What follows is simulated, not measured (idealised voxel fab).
Process module heading - voxel gate over fins
cross-section cut | 255 nm wide | cells 5 nm
Reading order for cross-sections: top band down to bottom band. Underlying form: a grid of square cells. Band size: one or more rows of cells.
Quick guide to a band line: top height, bottom height (nm) up front; then every material left to right with its width in nm. Only one material and it's marked "all across"? Then it fills the band edge to edge. And "air" just means empty space.
Measure heights from 0. That's the level where, below it, the as-received wafer is all one material. The lowest band is bottomless and extends downward; write it as in "0 nm and below".
A width such as "30->40" changes by the same amount from each row of cells to the next, from the band's top row to its bottom row.
Reading "nothing altered" for a step: not a cell of the cross-section changed in it.
The label "Closed void register" introduces a list of the empty spaces, 8 cells or larger, that have no open way up to the top; each entry in it reads width x height at distance, where the distance is taken from the left edge and all three are stated in nm.
Whatever follows a step's settings on its line is a remark the simulator itself makes about that step.
On any step carrying a mask, the "overlay nm" setting, if present on the step's line, tells how far right of its planned place the mask lay; negative values point to the left.
From here on the document is pairs. In a pair, the cross-section before one process step comes with the cross-section after it, and the latter goes no deeper than the lowest band that changed. What lies in between, the step and its settings, is written under the pair. A pair may be from a different run of this module on the same starting wafer than the pair above it, so it continues from that pair only where its entry headed "Pre-step profile" says so.

### Pre-step profile
* 25 nm to 10 nm  90 nm aC | 25 nm air | 140 nm aC
* 10 nm to 0 nm  70 nm SiO2 | 15 nm SiN | 5 nm SiO2 | 25 nm air | 5 nm SiO2 | 15 nm SiN | 35 nm SiO2 | 15 nm SiN | 70 nm SiO2
* 0 nm to -30 nm  75 nm SiO2 | 5 nm Si | 10 nm SiO2 | 25 nm air | 10 nm SiO2 | 5 nm Si | 45 nm SiO2 | 5 nm Si | 75 nm SiO2
* -30 nm to -40 nm  75 nm SiO2 | 5 nm Si | 45 nm SiO2 | 5 nm Si | 45 nm SiO2 | 5 nm Si | 75 nm SiO2
* -40 nm and below  Si all across
* Closed void register: none

### Result of Step
* 10 nm to 0 nm  70 nm SiO2 | 15 nm SiN | 5 nm SiO2 | 25 nm air | 5 nm SiO2 | 15 nm SiN | 35 nm SiO2 | 15 nm SiN | 70 nm SiO2
* Heights below 0 show no change.
* Closed void register: none
Step that separates the before view from the after view above: STRIP: etch materials aC

Pre-step profile: see the after view in the pair directly above.

### Result of Step
* 15 nm to 10 nm  95 nm TiN | 15 nm air | 145 nm TiN
* 10 nm to 0 nm  70 nm SiO2 | 15 nm SiN | 5 nm SiO2 | 5 nm TiN | 15 nm air | 5 nm TiN | 5 nm SiO2 | 15 nm SiN | 35 nm SiO2 | 15 nm SiN | 70 nm SiO2
* 0 nm to -25 nm  75 nm SiO2 | 5 nm Si | 10 nm SiO2 | 5 nm TiN | 15 nm air | 5 nm TiN | 10 nm SiO2 | 5 nm Si | 45 nm SiO2 | 5 nm Si | 75 nm SiO2
* -25 nm to -30 nm  75 nm SiO2 | 5 nm Si | 10 nm SiO2 | 25 nm TiN | 10 nm SiO2 | 5 nm Si | 45 nm SiO2 | 5 nm Si | 75 nm SiO2
* Heights below -30 show no change.
* Closed void register: none
Step that separates the before view from the after view above: CONFORMAL_DEP: material TiN, thk nm 5

Pre-step profile: see the after view in the pair directly above.

### Result of Step
* 25 nm to 15 nm  Ru all across
* 15 nm to 10 nm  95 nm TiN | 15 nm Ru | 145 nm TiN
* 10 nm to 0 nm  70 nm SiO2 | 15 nm SiN | 5 nm SiO2 | 5 nm TiN | 15 nm Ru | 5 nm TiN | 5 nm SiO2 | 15 nm SiN | 35 nm SiO2 | 15 nm SiN | 70 nm SiO2
* 0 nm to -25 nm  75 nm SiO2 | 5 nm Si | 10 nm SiO2 | 5 nm TiN | 15 nm Ru | 5 nm TiN | 10 nm SiO2 | 5 nm Si | 45 nm SiO2 | 5 nm Si | 75 nm SiO2
* Heights below -25 show no change.
* Closed void register: none
Step that separates the before view from the after view above: FILL_DEP: material Ru, thk nm 10

Pre-step profile: see the after view in the pair directly above.

### Result of Step
* 10 nm to 0 nm  70 nm SiO2 | 15 nm SiN | 5 nm SiO2 | 5 nm TiN | 15 nm Ru | 5 nm TiN | 5 nm SiO2 | 15 nm SiN | 35 nm SiO2 | 15 nm SiN | 70 nm SiO2
* Heights below 0 show no change.
* Closed void register: none
Step that separates the before view from the after view above: CMP: height nm 10

Pre-step profile: see the after view in the pair directly above.

### Result of Step
* 10 nm to 0 nm  70 nm SiO2 | 15 nm SiN | 5 nm SiO2 | 25 nm air | 5 nm SiO2 | 15 nm SiN | 35 nm SiO2 | 15 nm SiN | 70 nm SiO2
* 0 nm to -25 nm  75 nm SiO2 | 5 nm Si | 10 nm SiO2 | 25 nm air | 10 nm SiO2 | 5 nm Si | 45 nm SiO2 | 5 nm Si | 75 nm SiO2
* Heights below -25 show no change.
* Closed void register: none
Step that separates the before view from the after view above: SELECTIVE_ETCH: etch materials W Ru TiN, depth nm 35

Pre-step profile: see the after view in the pair directly above.

### Result of Step
* 15 nm to 10 nm  SiO2 all across
* 10 nm to 0 nm  70 nm SiO2 | 15 nm SiN | 35 nm SiO2 | 15 nm SiN | 35 nm SiO2 | 15 nm SiN | 70 nm SiO2
* 0 nm to -25 nm  75 nm SiO2 | 5 nm Si | 45 nm SiO2 | 5 nm Si | 45 nm SiO2 | 5 nm Si | 75 nm SiO2
* Heights below -25 show no change.
* Closed void register: none
Step that separates the before view from the after view above: FILL_DEP: material SiO2, thk nm 5

Pre-step profile: see the after view in the pair directly above.

### Result of Step
* 10 nm to 0 nm  70 nm SiO2 | 15 nm SiN | 35 nm SiO2 | 15 nm SiN | 35 nm SiO2 | 15 nm SiN | 70 nm SiO2
* Heights below 0 show no change.
* Closed void register: none
Step that separates the before view from the after view above: CMP: height nm 10

Pre-step profile: see the after view in the pair directly above.

### Result of Step
* 10 nm to 0 nm  70 nm air | 15 nm SiN | 35 nm air | 15 nm SiN | 35 nm air | 15 nm SiN | 70 nm air
* 0 nm to -15 nm  75 nm air | 5 nm Si | 45 nm air | 5 nm Si | 45 nm air | 5 nm Si | 75 nm air
* Heights below -15 show no change.
* Closed void register: none
Step that separates the before view from the after view above: SELECTIVE_ETCH: etch materials SiO2, depth nm 25

Pre-step profile: see the after view in the pair directly above.

### Result of Step
* 0 nm to -15 nm  75 nm air | 5 nm Si | 45 nm air | 5 nm Si | 45 nm air | 5 nm Si | 75 nm air
* Heights below -15 show no change.
* Closed void register: none
Step that separates the before view from the after view above: STRIP: etch materials SiN

Pre-step profile: see the after view in the pair directly above.

### Result of Step
* 5 nm to 0 nm  70 nm air | 15 nm HfO2 | 35 nm air | 15 nm HfO2 | 35 nm air | 15 nm HfO2 | 70 nm air
* 0 nm to -10 nm  70 nm air | 5 nm HfO2 | 5 nm Si | 5 nm HfO2 | 35 nm air | 5 nm HfO2 | 5 nm Si | 5 nm HfO2 | 35 nm air | 5 nm HfO2 | 5 nm Si | 5 nm HfO2 | 70 nm air
* -10 nm to -15 nm  75 nm HfO2 | 5 nm Si | 45 nm HfO2 | 5 nm Si | 45 nm HfO2 | 5 nm Si | 75 nm HfO2
* Heights below -15 show no change.
* Closed void register: none
Step that separates the before view from the after view above: CONFORMAL_DEP: material HfO2, thk nm 5

Pre-step profile: see the after view in the pair directly above.

### Result of Step
* 10 nm to 5 nm  65 nm air | 25 nm TiN | 25 nm air | 25 nm TiN | 25 nm air | 25 nm TiN | 65 nm air
* 5 nm to 0 nm  65 nm air | 5 nm TiN | 15 nm HfO2 | 5 nm TiN | 25 nm air | 5 nm TiN | 15 nm HfO2 | 5 nm TiN | 25 nm air | 5 nm TiN | 15 nm HfO2 | 5 nm TiN | 65 nm air
* 0 nm to -5 nm  65 nm air | 5 nm TiN | 5 nm HfO2 | 5 nm Si | 5 nm HfO2 | 5 nm TiN | 25 nm air | 5 nm TiN | 5 nm HfO2 | 5 nm Si | 5 nm HfO2 | 5 nm TiN | 25 nm air | 5 nm TiN | 5 nm HfO2 | 5 nm Si | 5 nm HfO2 | 5 nm TiN | 65 nm air
* -5 nm to -10 nm  70 nm TiN | 5 nm HfO2 | 5 nm Si | 5 nm HfO2 | 35 nm TiN | 5 nm HfO2 | 5 nm Si | 5 nm HfO2 | 35 nm TiN | 5 nm HfO2 | 5 nm Si | 5 nm HfO2 | 70 nm TiN
* Heights below -10 show no change.
* Closed void register: none
Step that separates the before view from the after view above: CONFORMAL_DEP: material TiN, thk nm 5

Pre-step profile: see the after view in the pair directly above.

### Result of Step
* 15 nm to 10 nm  60 nm air | 35 nm TiAl | 15 nm air | 35 nm TiAl | 15 nm air | 35 nm TiAl | 60 nm air
* 10 nm to 5 nm  60 nm air | 5 nm TiAl | 25 nm TiN | 5 nm TiAl | 15 nm air | 5 nm TiAl | 25 nm TiN | 5 nm TiAl | 15 nm air | 5 nm TiAl | 25 nm TiN | 5 nm TiAl | 60 nm air
* 5 nm to 0 nm  60 nm air | 5 nm TiAl | 5 nm TiN | 15 nm HfO2 | 5 nm TiN | 5 nm TiAl | 15 nm air | 5 nm TiAl | 5 nm TiN | 15 nm HfO2 | 5 nm TiN | 5 nm TiAl | 15 nm air | 5 nm TiAl | 5 nm TiN | 15 nm HfO2 | 5 nm TiN | 5 nm TiAl | 60 nm air
* 0 nm to -5 nm  65 nm TiAl | 5 nm TiN | 5 nm HfO2 | 5 nm Si | 5 nm HfO2 | 5 nm TiN | 25 nm TiAl | 5 nm TiN | 5 nm HfO2 | 5 nm Si | 5 nm HfO2 | 5 nm TiN | 25 nm TiAl | 5 nm TiN | 5 nm HfO2 | 5 nm Si | 5 nm HfO2 | 5 nm TiN | 65 nm TiAl
* Heights below -5 show no change.
* Closed void register: none
Step that separates the before view from the after view above: CONFORMAL_DEP: material TiAl, thk nm 5

Pre-step profile: see the after view in the pair directly above.

### Result of Step
* 20 nm to 15 nm  55 nm air | 45 nm TiN | 5 nm air | 45 nm TiN | 5 nm air | 45 nm TiN | 55 nm air
* 15 nm to 10 nm  55 nm air | 5 nm TiN | 35 nm TiAl | 5 nm TiN | 5 nm air | 5 nm TiN | 35 nm TiAl | 5 nm TiN | 5 nm air | 5 nm TiN | 35 nm TiAl | 5 nm TiN | 55 nm air
* 10 nm to 5 nm  55 nm air | 5 nm TiN | 5 nm TiAl | 25 nm TiN | 5 nm TiAl | 5 nm TiN | 5 nm air | 5 nm TiN | 5 nm TiAl | 25 nm TiN | 5 nm TiAl | 5 nm TiN | 5 nm air | 5 nm TiN | 5 nm TiAl | 25 nm TiN | 5 nm TiAl | 5 nm TiN | 55 nm air
* 5 nm to 0 nm  60 nm TiN | 5 nm TiAl | 5 nm TiN | 15 nm HfO2 | 5 nm TiN | 5 nm TiAl | 15 nm TiN | 5 nm TiAl | 5 nm TiN | 15 nm HfO2 | 5 nm TiN | 5 nm TiAl | 15 nm TiN | 5 nm TiAl | 5 nm TiN | 15 nm HfO2 | 5 nm TiN | 5 nm TiAl | 60 nm TiN
* Heights below 0 show no change.
* Closed void register: none
Step that separates the before view from the after view above: CONFORMAL_DEP: material TiN, thk nm 5

Pre-step profile: see the after view in the pair directly above.

### Result of Step
* 30 nm to 20 nm  W all across
* 20 nm to 15 nm  55 nm W | 45 nm TiN | 5 nm W | 45 nm TiN | 5 nm W | 45 nm TiN | 55 nm W
* 15 nm to 10 nm  55 nm W | 5 nm TiN | 35 nm TiAl | 5 nm TiN | 5 nm W | 5 nm TiN | 35 nm TiAl | 5 nm TiN | 5 nm W | 5 nm TiN | 35 nm TiAl | 5 nm TiN | 55 nm W
* 10 nm to 5 nm  55 nm W | 5 nm TiN | 5 nm TiAl | 25 nm TiN | 5 nm TiAl | 5 nm TiN | 5 nm W | 5 nm TiN | 5 nm TiAl | 25 nm TiN | 5 nm TiAl | 5 nm TiN | 5 nm W | 5 nm TiN | 5 nm TiAl | 25 nm TiN | 5 nm TiAl | 5 nm TiN | 55 nm W
* Heights below 5 show no change.
* Closed void register: none
Step that separates the before view from the after view above: FILL_DEP: material W, thk nm 10

Pre-step profile: see the after view in the pair directly above.

### Result of Step
* 25 nm to 20 nm  W all across
* Heights below 20 show no change.
* Closed void register: none
Step that separates the before view from the after view above: CMP: height nm 25

Pre-step profile: see the after view in the pair directly above.

### Result of Step
* 35 nm to 25 nm  SiCN all across
* Heights below 25 show no change.
* Closed void register: none
Step that separates the before view from the after view above: CONFORMAL_DEP: material SiCN, thk nm 10

### Pre-step profile
* 25 nm to 10 nm  aC all across
* 10 nm to 0 nm  70 nm SiO2 | 15 nm SiN | 35 nm SiO2 | 15 nm SiN | 35 nm SiO2 | 15 nm SiN | 70 nm SiO2
* 0 nm to -40 nm  75 nm SiO2 | 5 nm Si | 45 nm SiO2 | 5 nm Si | 45 nm SiO2 | 5 nm Si | 75 nm SiO2
* -40 nm and below  Si all across
* Closed void register: none

### Result of Step
* 60 nm to 25 nm  105 nm resist | 15 nm air | 135 nm resist
* Heights below 25 show no change.
* Closed void register: none
Step that separates the before view from the after view above: PATTERN: tone open, mask id RAIL, material resist, width nm 15, thk nm 35, overlay nm 10

Pre-step profile: see the after view in the pair directly above.

### Result of Step
* 45 nm to 25 nm  105 nm resist | 15 nm air | 135 nm resist
* 25 nm to 10 nm  105 nm aC | 15 nm air | 135 nm aC
* Heights below 10 show no change.
* Closed void register: none
Step that separates the before view from the after view above: DIRECTIONAL_ETCH: etch materials aC, depth nm 15

Pre-step profile: see the after view in the pair directly above.

### Result of Step
* 25 nm to 10 nm  105 nm aC | 15 nm air | 135 nm aC
* Heights below 10 show no change.
* Closed void register: none
Step that separates the before view from the after view above: STRIP: etch materials resist

Pre-step profile: see the after view in the pair directly above.

### Result of Step
* 25 nm to 10 nm  105 nm aC | 15 nm air | 135 nm aC
* 10 nm to 0 nm  70 nm SiO2 | 15 nm SiN | 20 nm SiO2 | 15 nm air | 15 nm SiN | 35 nm SiO2 | 15 nm SiN | 70 nm SiO2
* 0 nm to -30 nm  75 nm SiO2 | 5 nm Si | 25 nm SiO2 | 15 nm air | 5 nm SiO2 | 5 nm Si | 45 nm SiO2 | 5 nm Si | 75 nm SiO2
* Heights below -30 show no change.
* Closed void register: none
Step that separates the before view from the after view above: DIRECTIONAL_ETCH: etch materials SiO2, depth nm 40

Pre-step profile: see the after view in the pair directly above.

### Result of Step
* 10 nm to 0 nm  70 nm SiO2 | 15 nm SiN | 20 nm SiO2 | 15 nm air | 15 nm SiN | 35 nm SiO2 | 15 nm SiN | 70 nm SiO2
* Heights below 0 show no change.
* Closed void register: none
Step that separates the before view from the after view above: STRIP: etch materials aC

Pre-step profile: see the after view in the pair directly above.

### Result of Step
* 15 nm to 10 nm  110 nm TiN | 5 nm air | 140 nm TiN
* 10 nm to 0 nm  70 nm SiO2 | 15 nm SiN | 20 nm SiO2 | 5 nm TiN | 5 nm air | 5 nm TiN | 15 nm SiN | 35 nm SiO2 | 15 nm SiN | 70 nm SiO2
* 0 nm to -25 nm  75 nm SiO2 | 5 nm Si | 25 nm SiO2 | 5 nm TiN | 5 nm air | 5 nm TiN | 5 nm SiO2 | 5 nm Si | 45 nm SiO2 | 5 nm Si | 75 nm SiO2
* -25 nm to -30 nm  75 nm SiO2 | 5 nm Si | 25 nm SiO2 | 15 nm TiN | 5 nm SiO2 | 5 nm Si | 45 nm SiO2 | 5 nm Si | 75 nm SiO2
* Heights below -30 show no change.
* Closed void register: none
Step that separates the before view from the after view above: CONFORMAL_DEP: material TiN, thk nm 5

Pre-step profile: see the after view in the pair directly above.

### Result of Step
* 25 nm to 15 nm  Ru all across
* 15 nm to 10 nm  110 nm TiN | 5 nm Ru | 140 nm TiN
* 10 nm to 0 nm  70 nm SiO2 | 15 nm SiN | 20 nm SiO2 | 5 nm TiN | 5 nm Ru | 5 nm TiN | 15 nm SiN | 35 nm SiO2 | 15 nm SiN | 70 nm SiO2
* 0 nm to -25 nm  75 nm SiO2 | 5 nm Si | 25 nm SiO2 | 5 nm TiN | 5 nm Ru | 5 nm TiN | 5 nm SiO2 | 5 nm Si | 45 nm SiO2 | 5 nm Si | 75 nm SiO2
* Heights below -25 show no change.
* Closed void register: none
Step that separates the before view from the after view above: FILL_DEP: material Ru, thk nm 10

Pre-step profile: see the after view in the pair directly above.

### Result of Step
* 10 nm to 0 nm  70 nm SiO2 | 15 nm SiN | 20 nm SiO2 | 5 nm TiN | 5 nm Ru | 5 nm TiN | 15 nm SiN | 35 nm SiO2 | 15 nm SiN | 70 nm SiO2
* Heights below 0 show no change.
* Closed void register: none
Step that separates the before view from the after view above: CMP: height nm 10

Pre-step profile: see the after view in the pair directly above.

### Result of Step
* 10 nm to 0 nm  70 nm SiO2 | 15 nm SiN | 20 nm SiO2 | 15 nm air | 15 nm SiN | 35 nm SiO2 | 15 nm SiN | 70 nm SiO2
* 0 nm to -25 nm  75 nm SiO2 | 5 nm Si | 25 nm SiO2 | 15 nm air | 5 nm SiO2 | 5 nm Si | 45 nm SiO2 | 5 nm Si | 75 nm SiO2
* Heights below -25 show no change.
* Closed void register: none
Step that separates the before view from the after view above: SELECTIVE_ETCH: etch materials W Ru TiN, depth nm 35

Pre-step profile: see the after view in the pair directly above.

### Result of Step
* 15 nm to 10 nm  SiO2 all across
* 10 nm to 0 nm  70 nm SiO2 | 15 nm SiN | 35 nm SiO2 | 15 nm SiN | 35 nm SiO2 | 15 nm SiN | 70 nm SiO2
* 0 nm to -25 nm  75 nm SiO2 | 5 nm Si | 45 nm SiO2 | 5 nm Si | 45 nm SiO2 | 5 nm Si | 75 nm SiO2
* Heights below -25 show no change.
* Closed void register: none
Step that separates the before view from the after view above: FILL_DEP: material SiO2, thk nm 5

Pre-step profile: see the after view in the pair directly above.

### Result of Step
* 10 nm to 0 nm  70 nm SiO2 | 15 nm SiN | 35 nm SiO2 | 15 nm SiN | 35 nm SiO2 | 15 nm SiN | 70 nm SiO2
* Heights below 0 show no change.
* Closed void register: none
Step that separates the before view from the after view above: CMP: height nm 10

Pre-step profile: see the after view in the pair directly above.

### Result of Step
* 10 nm to 0 nm  70 nm air | 15 nm SiN | 35 nm air | 15 nm SiN | 35 nm air | 15 nm SiN | 70 nm air
* 0 nm to -15 nm  75 nm air | 5 nm Si | 45 nm air | 5 nm Si | 45 nm air | 5 nm Si | 75 nm air
* Heights below -15 show no change.
* Closed void register: none
Step that separates the before view from the after view above: SELECTIVE_ETCH: etch materials SiO2, depth nm 25

Pre-step profile: see the after view in the pair directly above.

### Result of Step
* 0 nm to -15 nm  75 nm air | 5 nm Si | 45 nm air | 5 nm Si | 45 nm air | 5 nm Si | 75 nm air
* Heights below -15 show no change.
* Closed void register: none
Step that separates the before view from the after view above: STRIP: etch materials SiN

Pre-step profile: see the after view in the pair directly above.

### Result of Step
* 5 nm to 0 nm  70 nm air | 15 nm HfO2 | 35 nm air | 15 nm HfO2 | 35 nm air | 15 nm HfO2 | 70 nm air
* 0 nm to -10 nm  70 nm air | 5 nm HfO2 | 5 nm Si | 5 nm HfO2 | 35 nm air | 5 nm HfO2 | 5 nm Si | 5 nm HfO2 | 35 nm air | 5 nm HfO2 | 5 nm Si | 5 nm HfO2 | 70 nm air
* -10 nm to -15 nm  75 nm HfO2 | 5 nm Si | 45 nm HfO2 | 5 nm Si | 45 nm HfO2 | 5 nm Si | 75 nm HfO2
* Heights below -15 show no change.
* Closed void register: none
Step that separates the before view from the after view above: CONFORMAL_DEP: material HfO2, thk nm 5

Pre-step profile: see the after view in the pair directly above.

### Result of Step
* 10 nm to 5 nm  65 nm air | 25 nm TiN | 25 nm air | 25 nm TiN | 25 nm air | 25 nm TiN | 65 nm air
* 5 nm to 0 nm  65 nm air | 5 nm TiN | 15 nm HfO2 | 5 nm TiN | 25 nm air | 5 nm TiN | 15 nm HfO2 | 5 nm TiN | 25 nm air | 5 nm TiN | 15 nm HfO2 | 5 nm TiN | 65 nm air
* 0 nm to -5 nm  65 nm air | 5 nm TiN | 5 nm HfO2 | 5 nm Si | 5 nm HfO2 | 5 nm TiN | 25 nm air | 5 nm TiN | 5 nm HfO2 | 5 nm Si | 5 nm HfO2 | 5 nm TiN | 25 nm air | 5 nm TiN | 5 nm HfO2 | 5 nm Si | 5 nm HfO2 | 5 nm TiN | 65 nm air
* -5 nm to -10 nm  70 nm TiN | 5 nm HfO2 | 5 nm Si | 5 nm HfO2 | 35 nm TiN | 5 nm HfO2 | 5 nm Si | 5 nm HfO2 | 35 nm TiN | 5 nm HfO2 | 5 nm Si | 5 nm HfO2 | 70 nm TiN
* Heights below -10 show no change.
* Closed void register: none
Step that separates the before view from the after view above: CONFORMAL_DEP: material TiN, thk nm 5

Pre-step profile: see the after view in the pair directly above.

### Result of Step
* 15 nm to 10 nm  60 nm air | 35 nm TiAl | 15 nm air | 35 nm TiAl | 15 nm air | 35 nm TiAl | 60 nm air
* 10 nm to 5 nm  60 nm air | 5 nm TiAl | 25 nm TiN | 5 nm TiAl | 15 nm air | 5 nm TiAl | 25 nm TiN | 5 nm TiAl | 15 nm air | 5 nm TiAl | 25 nm TiN | 5 nm TiAl | 60 nm air
* 5 nm to 0 nm  60 nm air | 5 nm TiAl | 5 nm TiN | 15 nm HfO2 | 5 nm TiN | 5 nm TiAl | 15 nm air | 5 nm TiAl | 5 nm TiN | 15 nm HfO2 | 5 nm TiN | 5 nm TiAl | 15 nm air | 5 nm TiAl | 5 nm TiN | 15 nm HfO2 | 5 nm TiN | 5 nm TiAl | 60 nm air
* 0 nm to -5 nm  65 nm TiAl | 5 nm TiN | 5 nm HfO2 | 5 nm Si | 5 nm HfO2 | 5 nm TiN | 25 nm TiAl | 5 nm TiN | 5 nm HfO2 | 5 nm Si | 5 nm HfO2 | 5 nm TiN | 25 nm TiAl | 5 nm TiN | 5 nm HfO2 | 5 nm Si | 5 nm HfO2 | 5 nm TiN | 65 nm TiAl
* Heights below -5 show no change.
* Closed void register: none
Step that separates the before view from the after view above: CONFORMAL_DEP: material TiAl, thk nm 5

Pre-step profile: see the after view in the pair directly above.

### Result of Step
* 20 nm to 15 nm  55 nm air | 45 nm TiN | 5 nm air | 45 nm TiN | 5 nm air | 45 nm TiN | 55 nm air
* 15 nm to 10 nm  55 nm air | 5 nm TiN | 35 nm TiAl | 5 nm TiN | 5 nm air | 5 nm TiN | 35 nm TiAl | 5 nm TiN | 5 nm air | 5 nm TiN | 35 nm TiAl | 5 nm TiN | 55 nm air
* 10 nm to 5 nm  55 nm air | 5 nm TiN | 5 nm TiAl | 25 nm TiN | 5 nm TiAl | 5 nm TiN | 5 nm air | 5 nm TiN | 5 nm TiAl | 25 nm TiN | 5 nm TiAl | 5 nm TiN | 5 nm air | 5 nm TiN | 5 nm TiAl | 25 nm TiN | 5 nm TiAl | 5 nm TiN | 55 nm air
* 5 nm to 0 nm  60 nm TiN | 5 nm TiAl | 5 nm TiN | 15 nm HfO2 | 5 nm TiN | 5 nm TiAl | 15 nm TiN | 5 nm TiAl | 5 nm TiN | 15 nm HfO2 | 5 nm TiN | 5 nm TiAl | 15 nm TiN | 5 nm TiAl | 5 nm TiN | 15 nm HfO2 | 5 nm TiN | 5 nm TiAl | 60 nm TiN
* Heights below 0 show no change.
* Closed void register: none
Step that separates the before view from the after view above: CONFORMAL_DEP: material TiN, thk nm 5

Pre-step profile: see the after view in the pair directly above.

### Result of Step
* 30 nm to 20 nm  W all across
* 20 nm to 15 nm  55 nm W | 45 nm TiN | 5 nm W | 45 nm TiN | 5 nm W | 45 nm TiN | 55 nm W
* 15 nm to 10 nm  55 nm W | 5 nm TiN | 35 nm TiAl | 5 nm TiN | 5 nm W | 5 nm TiN | 35 nm TiAl | 5 nm TiN | 5 nm W | 5 nm TiN | 35 nm TiAl | 5 nm TiN | 55 nm W
* 10 nm to 5 nm  55 nm W | 5 nm TiN | 5 nm TiAl | 25 nm TiN | 5 nm TiAl | 5 nm TiN | 5 nm W | 5 nm TiN | 5 nm TiAl | 25 nm TiN | 5 nm TiAl | 5 nm TiN | 5 nm W | 5 nm TiN | 5 nm TiAl | 25 nm TiN | 5 nm TiAl | 5 nm TiN | 55 nm W
* Heights below 5 show no change.
* Closed void register: none
Step that separates the before view from the after view above: FILL_DEP: material W, thk nm 10

Pre-step profile: see the after view in the pair directly above.

### Result of Step
* 25 nm to 20 nm  W all across
* Heights below 20 show no change.
* Closed void register: none
Step that separates the before view from the after view above: CMP: height nm 25

Pre-step profile: see the after view in the pair directly above.

### Result of Step
* 35 nm to 25 nm  SiCN all across
* Heights below 25 show no change.
* Closed void register: none
Step that separates the before view from the after view above: CONFORMAL_DEP: material SiCN, thk nm 10

### Pre-step profile
* 20 nm to 15 nm  55 nm air | 45 nm TiN | 5 nm air | 45 nm TiN | 5 nm air | 45 nm TiN | 55 nm air
* 15 nm to 10 nm  55 nm air | 5 nm TiN | 35 nm TiAl | 5 nm TiN | 5 nm air | 5 nm TiN | 35 nm TiAl | 5 nm TiN | 5 nm air | 5 nm TiN | 35 nm TiAl | 5 nm TiN | 55 nm air
* 10 nm to 5 nm  55 nm air | 5 nm TiN | 5 nm TiAl | 25 nm TiN | 5 nm TiAl | 5 nm TiN | 5 nm air | 5 nm TiN | 5 nm TiAl | 25 nm TiN | 5 nm TiAl | 5 nm TiN | 5 nm air | 5 nm TiN | 5 nm TiAl | 25 nm TiN | 5 nm TiAl | 5 nm TiN | 55 nm air
* 5 nm to 0 nm  60 nm TiN | 5 nm TiAl | 5 nm TiN | 15 nm HfO2 | 5 nm TiN | 5 nm TiAl | 15 nm TiN | 5 nm TiAl | 5 nm TiN | 15 nm HfO2 | 5 nm TiN | 5 nm TiAl | 15 nm TiN | 5 nm TiAl | 5 nm TiN | 15 nm HfO2 | 5 nm TiN | 5 nm TiAl | 60 nm TiN
* 0 nm to -5 nm  65 nm TiAl | 5 nm TiN | 5 nm HfO2 | 5 nm Si | 5 nm HfO2 | 5 nm TiN | 25 nm TiAl | 5 nm TiN | 5 nm HfO2 | 5 nm Si | 5 nm HfO2 | 5 nm TiN | 25 nm TiAl | 5 nm TiN | 5 nm HfO2 | 5 nm Si | 5 nm HfO2 | 5 nm TiN | 65 nm TiAl
* -5 nm to -10 nm  70 nm TiN | 5 nm HfO2 | 5 nm Si | 5 nm HfO2 | 35 nm TiN | 5 nm HfO2 | 5 nm Si | 5 nm HfO2 | 35 nm TiN | 5 nm HfO2 | 5 nm Si | 5 nm HfO2 | 70 nm TiN
* -10 nm to -15 nm  75 nm HfO2 | 5 nm Si | 45 nm HfO2 | 5 nm Si | 45 nm HfO2 | 5 nm Si | 75 nm HfO2
* -15 nm to -25 nm  75 nm SiO2 | 5 nm Si | 45 nm SiO2 | 5 nm Si | 45 nm SiO2 | 5 nm Si | 75 nm SiO2
* -25 nm to -30 nm  75 nm SiO2 | 5 nm Si | 15 nm SiO2 | 15 nm TiN | 15 nm SiO2 | 5 nm Si | 45 nm SiO2 | 5 nm Si | 75 nm SiO2
* -30 nm to -40 nm  75 nm SiO2 | 5 nm Si | 45 nm SiO2 | 5 nm Si | 45 nm SiO2 | 5 nm Si | 75 nm SiO2
* -40 nm and below  Si all across
* Closed void register: none

### Result of Step
* 30 nm to 20 nm  aC all across
* 20 nm to 15 nm  55 nm aC | 45 nm TiN | 5 nm aC | 45 nm TiN | 5 nm aC | 45 nm TiN | 55 nm aC
* 15 nm to 10 nm  55 nm aC | 5 nm TiN | 35 nm TiAl | 5 nm TiN | 5 nm aC | 5 nm TiN | 35 nm TiAl | 5 nm TiN | 5 nm aC | 5 nm TiN | 35 nm TiAl | 5 nm TiN | 55 nm aC
* 10 nm to 5 nm  55 nm aC | 5 nm TiN | 5 nm TiAl | 25 nm TiN | 5 nm TiAl | 5 nm TiN | 5 nm aC | 5 nm TiN | 5 nm TiAl | 25 nm TiN | 5 nm TiAl | 5 nm TiN | 5 nm aC | 5 nm TiN | 5 nm TiAl | 25 nm TiN | 5 nm TiAl | 5 nm TiN | 55 nm aC
* Heights below 5 show no change.
* Closed void register: none
Step that separates the before view from the after view above: FILL_DEP: material aC, thk nm 10

Pre-step profile: see the after view in the pair directly above.

### Result of Step
* 25 nm to 20 nm  aC all across
* Heights below 20 show no change.
* Closed void register: none
Step that separates the before view from the after view above: CMP: height nm 25

Pre-step profile: see the after view in the pair directly above.

### Result of Step
* 35 nm to 25 nm  SiCN all across
* Heights below 25 show no change.
* Closed void register: none
Step that separates the before view from the after view above: CONFORMAL_DEP: material SiCN, thk nm 10

### Pre-step profile
* 25 nm to 10 nm  aC all across
* 10 nm to 0 nm  70 nm SiO2 | 15 nm SiN | 35 nm SiO2 | 15 nm SiN | 35 nm SiO2 | 15 nm SiN | 70 nm SiO2
* 0 nm to -40 nm  75 nm SiO2 | 5 nm Si | 45 nm SiO2 | 5 nm Si | 45 nm SiO2 | 5 nm Si | 75 nm SiO2
* -40 nm and below  Si all across
* Closed void register: none

### Result of Step
* 60 nm to 25 nm  95 nm air | 15 nm resist | 145 nm air
* Heights below 25 show no change.
* Closed void register: none
Step that separates the before view from the after view above: PATTERN: tone cover, mask id RAIL, material resist, width nm 15, thk nm 35, overlay nm 0

Pre-step profile: see the after view in the pair directly above.

### Result of Step
* 45 nm to 25 nm  95 nm air | 15 nm resist | 145 nm air
* 25 nm to 10 nm  95 nm air | 15 nm aC | 145 nm air
* Heights below 10 show no change.
* Closed void register: none
Step that separates the before view from the after view above: DIRECTIONAL_ETCH: etch materials aC, depth nm 15

Pre-step profile: see the after view in the pair directly above.

### Result of Step
* 25 nm to 10 nm  95 nm air | 15 nm aC | 145 nm air
* Heights below 10 show no change.
* Closed void register: none
Step that separates the before view from the after view above: STRIP: etch materials resist

Pre-step profile: see the after view in the pair directly above.

### Result of Step
* 25 nm to 10 nm  95 nm air | 15 nm aC | 145 nm air
* 10 nm to 0 nm  70 nm air | 15 nm SiN | 10 nm air | 15 nm SiO2 | 10 nm air | 15 nm SiN | 35 nm air | 15 nm SiN | 70 nm air
* 0 nm to -30 nm  70 nm air | 5 nm SiO2 | 5 nm Si | 5 nm SiO2 | 10 nm air | 15 nm SiO2 | 10 nm air | 5 nm SiO2 | 5 nm Si | 5 nm SiO2 | 35 nm air | 5 nm SiO2 | 5 nm Si | 5 nm SiO2 | 70 nm air
* Heights below -30 show no change.
* Closed void register: none
Step that separates the before view from the after view above: DIRECTIONAL_ETCH: etch materials SiO2, depth nm 40
